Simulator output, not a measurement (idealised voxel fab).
The name of this process module is voxel tone inversion.
200 nm wide, 5 nm square cells: that's cross-section cut.
The cross-sections in this document take the form of a grid made of square cells. They are written out as bands, in order from top to bottom. Each band consists of one or more rows of cells.
The entry gives the band's vertical extent as a top height and a bottom height in nm, then its horizontal make-up as materials from left to right, each with a width in nm. "empty" stands for empty space; a single material marked "throughout" fills the band edge to edge.
For the purposes of this specification, 0 denotes the height below which the wafer in its as-received condition is composed wholly of one material, and the lowermost band, lacking a lower limit, extends downward without end, as expressed in "top 0, no bottom".
Quick explanation for "30..40": the width changes in equal steps down the rows of cells, from the first number in the band's top row to the second number in its bottom row.
Where the words "nothing altered" appear for a step, the cross-section shows no cell changed by that step; every cell remained as before.
Each empty space that has no open way to the top and spans at least 8 cells appears under "Closed cavity list" as width x height at distance, the distance counted from the left edge, all in nm.
Post-settings text on a step line: simulator's own remark regarding the step.
overlay nm: step with mask; distance mask lay right of planned place; negative value = left of planned place.

Listed below are the process steps as planned
- 1: RECEIVE with material Si
- 2: CONFORMAL_DEP with material SiN, thk nm 5
- 3: DIRECTIONAL_DEP with material aC, thk nm 20
- 4: PATTERN with tone cover, mask id POSTS, material resist, width nm 15, pitch nm 40, thk nm 30, overlay nm 0
- 5: DIRECTIONAL_ETCH with etch materials aC, depth nm 20
- 6: STRIP with etch materials resist
- 7: FILL_DEP with material lowk, thk nm 10
- 8: CMP with height nm 25
- 9: STRIP with etch materials aC
- 10: CONFORMAL_DEP with material TiN, thk nm 5
- 11: FILL_DEP with material Cu, thk nm 10
- 12: CMP with height nm 25
- 13: CONFORMAL_DEP with material SiN, thk nm 5
Wafers differ in width nm at step 4; plan lists the first wafer's value; identical starting state.

Cross-section of the first of several wafers as received (after step 1)
    top 0, no bottom: Si throughout
    Closed cavity list: none

Cross-section after step 13, the final step of the module, for the first of several wafers
    top 30, bottom 25: SiN throughout
    top 25, bottom 10: 50 of lowk  5 of TiN  5 of Cu  5 of TiN  25 of lowk  5 of TiN  5 of Cu  5 of TiN  25 of lowk  5 of TiN  5 of Cu  5 of TiN  55 of lowk
    top 10, bottom 5: 50 of lowk  15 of TiN  25 of lowk  15 of TiN  25 of lowk  15 of TiN  55 of lowk
    top 5, bottom 0: SiN throughout
    top 0, no bottom: Si throughout
    Closed cavity list: none

Last wafer, end of module, cross-section
    top 30, bottom 25: SiN throughout
    top 25, bottom 10: 45 of lowk  5 of TiN  15 of Cu  5 of TiN  15 of lowk  5 of TiN  15 of Cu  5 of TiN  15 of lowk  5 of TiN  15 of Cu  5 of TiN  50 of lowk
    top 10, bottom 5: 45 of lowk  25 of TiN  15 of lowk  25 of TiN  15 of lowk  25 of TiN  50 of lowk
    top 5, bottom 0: SiN throughout
    top 0, no bottom: Si throughout
    Closed cavity list: none

Tabulated below, wafer by wafer, are the end-of-module results: for each material, the number of cells gained (+) or lost (-) relative to the as-received state, followed by the closed voids
width nm 15, +9 Cu, +80 SiN, +27 TiN, +124 lowk, Closed cavity list: none
width nm 20, +18 Cu, +80 SiN, +30 TiN, +112 lowk, Closed cavity list: none
width nm 25, +27 Cu, +80 SiN, +33 TiN, +100 lowk, Closed cavity list: none
